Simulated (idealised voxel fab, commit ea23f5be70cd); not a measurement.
Herein follows the process module entitled voxel ribs on slabs.
FYI the section here is cut, 230 nm wide, cells are 5 nm squares.
Cross-section, as written here: a square-cell grid given band by band from the top down, where a band holds one or more rows of cells.
Within each band entry, the heights of the top and of the bottom of the band appear first, in that order and in nm; the materials of the band then follow from left to right, each with its corresponding width in nm. The designation "throughout" on a single material indicates that it fills the band from edge to edge; the designation "air" indicates empty space.
Measure heights from 0. That's the level where, below it, the as-received wafer is all one material. The lowest band is bottomless and extends downward; write it as in "0 and below".
Per-row width for "30 to 40": begins at first number (top row of band), ends at second number (bottom row), increment between rows held constant.
"no change occurred" -> step changed no cross-section cell.
Entry "Trapped void list" = empty spaces >= 8 cells with no open way to the top; each as width x height at distance, distance from left edge, all nm.
Read whatever lies past the settings on a step's line as the simulator's own remark about the step.
When a step includes a mask, the "overlay nm" setting on its line states how far to the right of its planned place that mask lay, and negative values state how far to the left.

List of planned process steps
step 1: RECEIVE | material Si
step 2: DIRECTIONAL_DEP | material SiO2 | thk nm 25
step 3: DIRECTIONAL_DEP | material SiN | thk nm 20
step 4: MASKED_ETCH | tone cover | mask id RIB | width nm 20 | etch materials SiN | depth nm 10 | overlay nm 0
step 5: PATTERN | tone cover | mask id SLAB | material resist | width nm 80 | thk nm 15 | overlay nm 0
step 6: DIRECTIONAL_ETCH | etch materials SiN | depth nm 10
step 7: STRIP | etch materials resist
step 8: FILL_DEP | material SiO2 | thk nm 30
step 9: CMP | height nm 65
step 10: DIRECTIONAL_DEP | material TiN | thk nm 5
step 11: PATTERN | tone cover | mask id HEATER | material resist | width nm 30 | thk nm 20 | overlay nm 0
step 12: DIRECTIONAL_ETCH | etch materials TiN | depth nm 5
step 13: STRIP | etch materials resist
step 14: CONFORMAL_DEP | material SiO2 | thk nm 10

as received, after step 1
    0 and below = Si throughout
    Trapped void list: none

Run as planned - first of the two wafers cross-sectioned at the end of the module
    80 down to 75 = 90 air, 50 SiO2, 90 air
    75 down to 70 = SiO2 throughout
    70 down to 65 = 100 SiO2, 30 TiN, 100 SiO2
    65 down to 45 = SiO2 throughout
    45 down to 35 = 105 SiO2, 20 SiN, 105 SiO2
    35 down to 25 = 75 SiO2, 80 SiN, 75 SiO2
    25 down to 0 = SiO2 throughout
    0 and below = Si throughout
    Trapped void list: none

Second wafer of the two, sectioned at the end of the module. It began like the first and followed the same plan, but one mistake was made while running it
    80 down to 75 = 90 air, 50 SiO2, 90 air
    75 down to 70 = SiO2 throughout
    70 down to 65 = 100 SiO2, 30 TiN, 100 SiO2
    65 down to 20 = SiO2 throughout
    20 down to 0 = SiN throughout
    0 and below = Si throughout
    Trapped void list: none
Short version of what went wrong: steps 2 and 3 of the plan were run in the wrong order, each in the other's place
Final difference in cells, second wafer against first, listed per material as more or fewer: SiN +144 | SiO2 -144
